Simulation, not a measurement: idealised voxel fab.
The process module that follows is named voxel self aligned vias.
Cross-sectional view cut (width: 170 nm; square cell size: 5 nm).
A cross-section is written here as square cells arranged in a grid, and it is given in bands from the top down, each band taking up one or more rows of cells.
Quick guide to a band line: top height, bottom height (nm) up front; then every material left to right with its width in nm. Only one material and it's marked "everywhere"? Then it fills the band edge to edge. And "blank" just means empty space.
Where do heights start? At 0: under that level the wafer as delivered is made of one material only. And the lowest band has no floor; it just carries on downward, as in "0 -> down".
Read "30 to 40" as a graded width: first number on top, second number at the bottom, same change between each pair of neighbouring rows.
Where the words "same as before" appear for a step, the cross-section shows no cell changed by that step; every cell remained as before.
Empty spaces counting at least 8 cells and having no open way to the top are listed in "Enclosed void entries". The notation width x height at distance is used for each, the distance being from the left edge and all three values in nm.
That trailing text on a step's line, after the settings, is the simulator's own remark on the step.
overlay nm: how far to the right of its planned place the mask lay on this masked step (negative: to the left).
Below is the list of planned process steps
1) RECEIVE,material Si
2) CONFORMAL_DEP,material SiO2,thk nm 15
3) CONFORMAL_DEP,material SiCN,thk nm 5
4) DIRECTIONAL_DEP,material lowk,thk nm 30
5) MASKED_ETCH,tone open,mask id LINES,width nm 20,pitch nm 50,etch materials lowk,depth nm 30,overlay nm 0
6) CONFORMAL_DEP,material TiN,thk nm 5
7) FILL_DEP,material Ru,thk nm 10
8) CMP,height nm 50
9) SELECTIVE_ETCH,etch materials W Ru TiN,depth nm 5
10) FILL_DEP,material SiN,thk nm 10
11) CMP,height nm 50
12) DIRECTIONAL_DEP,material lowk,thk nm 15
13) MASKED_ETCH,tone open,mask id VIAS,width nm 20,pitch nm 50,etch materials lowk,depth nm 15,overlay nm 0
14) MASKED_ETCH,tone open,mask id VIAS,width nm 30,pitch nm 50,etch materials SiN,depth nm 5,overlay nm 0
15) CONFORMAL_DEP,material TiN,thk nm 5
16) FILL_DEP,material Cu,thk nm 5
17) CMP,height nm 65
18) CONFORMAL_DEP,material SiN,thk nm 5
Heads up: all these wafers start the same, and what changes between them is the width nm in step 13. The value you see in the plan is just what the first wafer got.
As received, i.e. after step 1: cross-section through the first of several wafers
* 0 -> down | Si everywhere
* Enclosed void entries: none
The table below has one row for each wafer; a row shows, as of the end of the module, how many cells of each material the wafer has gained, marked (+), or lost, marked (-), since it was received, and then the wafer's closed voids
width nm 20, +12 Cu, +16 Ru, +34 SiCN, +34 SiN, +102 SiO2, +44 TiN, +234 lowk, Enclosed void entries: none
width nm 25, +16 Cu, +16 Ru, +34 SiCN, +34 SiN, +102 SiO2, +46 TiN, +228 lowk, Enclosed void entries: none
width nm 30, +20 Cu, +16 Ru, +34 SiCN, +34 SiN, +102 SiO2, +48 TiN, +222 lowk, Enclosed void entries: none
width nm 35, +24 Cu, +16 Ru, +34 SiCN, +34 SiN, +102 SiO2, +50 TiN, +216 lowk, Enclosed void entries: none
